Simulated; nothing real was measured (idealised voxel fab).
process module | voxel capacitor over wiring
cross-section cut | 250 nm wide | cells 5 nm
A cross-section is a grid of square cells, given in bands from the top down. A band is one or more rows of cells.
Each band's line starts with the height of the band's top and of its bottom, in nm. Then come its materials from left to right, each with its width in nm. One material with "throughout" fills the band from edge to edge. "air" is empty space.
Height 0 is the level under which the wafer as received is all one material. The lowest band goes on downwards, as in "0 down".
A width such as "30 to 40" changes by the same amount from each row of cells to the next, from the band's top row to its bottom row.
"no change" after a step means that no cell of the cross-section changed.
closed voids: empty space of 8 cells or more with no open way to the top, each as width x height at its distance from the left edge, in nm
after a step's settings: what the simulator itself notes on the step
overlay nm, on a step with a mask: how far to the right of its planned place the mask lay; to the left if negative
plan
1 op RECEIVE | material Si
2 op CONFORMAL_DEP | material SiO2 | thk nm 10
3 op CONFORMAL_DEP | material SiCN | thk nm 5
4 op DIRECTIONAL_DEP | material lowk | thk nm 20
5 op PATTERN | tone open | mask id METAL_1 | material resist | width nm 30 | pitch nm 100 | thk nm 15 | overlay nm 0
6 op DIRECTIONAL_ETCH | etch materials lowk | depth nm 20
7 op DIRECTIONAL_ETCH | etch materials SiCN | depth nm 5
8 op STRIP | etch materials resist
9 op CONFORMAL_DEP | material TiN | thk nm 5
10 op FILL_DEP | material W | thk nm 5
11 op CMP | height nm 35
12 op CONFORMAL_DEP | material SiCN | thk nm 5
13 op DIRECTIONAL_DEP | material lowk | thk nm 10
14 op PATTERN | tone open | mask id PLUG_1 | material resist | width nm 15 | thk nm 20 | overlay nm 0
15 op DIRECTIONAL_ETCH | etch materials lowk | depth nm 10
16 op DIRECTIONAL_ETCH | etch materials SiCN | depth nm 5
17 op STRIP | etch materials resist
18 op EPI | material Ru | thk nm 10
19 op EPI | material Ru | thk nm 5
20 op DIRECTIONAL_DEP | material TiN | thk nm 5
21 op DIRECTIONAL_DEP | material HfO2 | thk nm 5
22 op DIRECTIONAL_DEP | material TiN | thk nm 10
23 op DIRECTIONAL_DEP | material aC | thk nm 10
24 op PATTERN | tone cover | mask id UPPER_PLATE | material resist | width nm 75 | thk nm 30 | overlay nm 0
25 op DIRECTIONAL_ETCH | etch materials aC | depth nm 10
26 op STRIP | etch materials resist
27 op DIRECTIONAL_ETCH | etch materials TiN | depth nm 10
28 op DIRECTIONAL_ETCH | etch materials HfO2 | depth nm 5
29 op STRIP | etch materials aC
30 op DIRECTIONAL_DEP | material aC | thk nm 15
31 op PATTERN | tone cover | mask id LOWER_PLATE | material resist | width nm 85 | thk nm 30 | overlay nm 0
32 op DIRECTIONAL_ETCH | etch materials aC | depth nm 15
33 op STRIP | etch materials resist
34 op DIRECTIONAL_ETCH | etch materials TiN | depth nm 5
35 op STRIP | etch materials aC
36 op FILL_DEP | material SiO2 | thk nm 15
37 op CMP | height nm 80
38 op DIRECTIONAL_DEP | material aC | thk nm 10
39 op PATTERN | tone open | mask id PLUG_2 | material resist | width nm 15 | thk nm 25 | overlay nm 0
40 op DIRECTIONAL_ETCH | etch materials aC | depth nm 10
41 op STRIP | etch materials resist
42 op DIRECTIONAL_ETCH | etch materials SiO2 | depth nm 10
43 op STRIP | etch materials aC
44 op CONFORMAL_DEP | material TiN | thk nm 5
45 op FILL_DEP | material W | thk nm 5
46 op CMP | height nm 80
47 op CONFORMAL_DEP | material SiCN | thk nm 5
as received, after step 1
  0 down: Si throughout
  closed voids: none
a wafer at the end: this start, this plan, one mistake
  85 to 80: SiCN throughout
  80 to 75: SiO2 85 | TiN 5 | W 5 | TiN 5 | SiO2 150
  75 to 70: SiO2 85 | TiN 15 | SiO2 150
  70 to 60: SiO2 75 | TiN 75 | SiO2 100
  60 to 55: SiO2 75 | HfO2 75 | SiO2 100
  55 to 50: SiO2 70 | TiN 85 | SiO2 95
  50 to 40: lowk 75 | Ru 15 | lowk 160
  40 to 35: SiCN 75 | Ru 15 | SiCN 160
  35 to 30: SiCN 60 | TiN 30 | SiCN 70 | TiN 30 | SiCN 60
  30 to 10: lowk throughout
  10 to 0: SiO2 throughout
  0 down: Si throughout
  closed voids: none
what went wrong: steps 3 and 4 were swapped
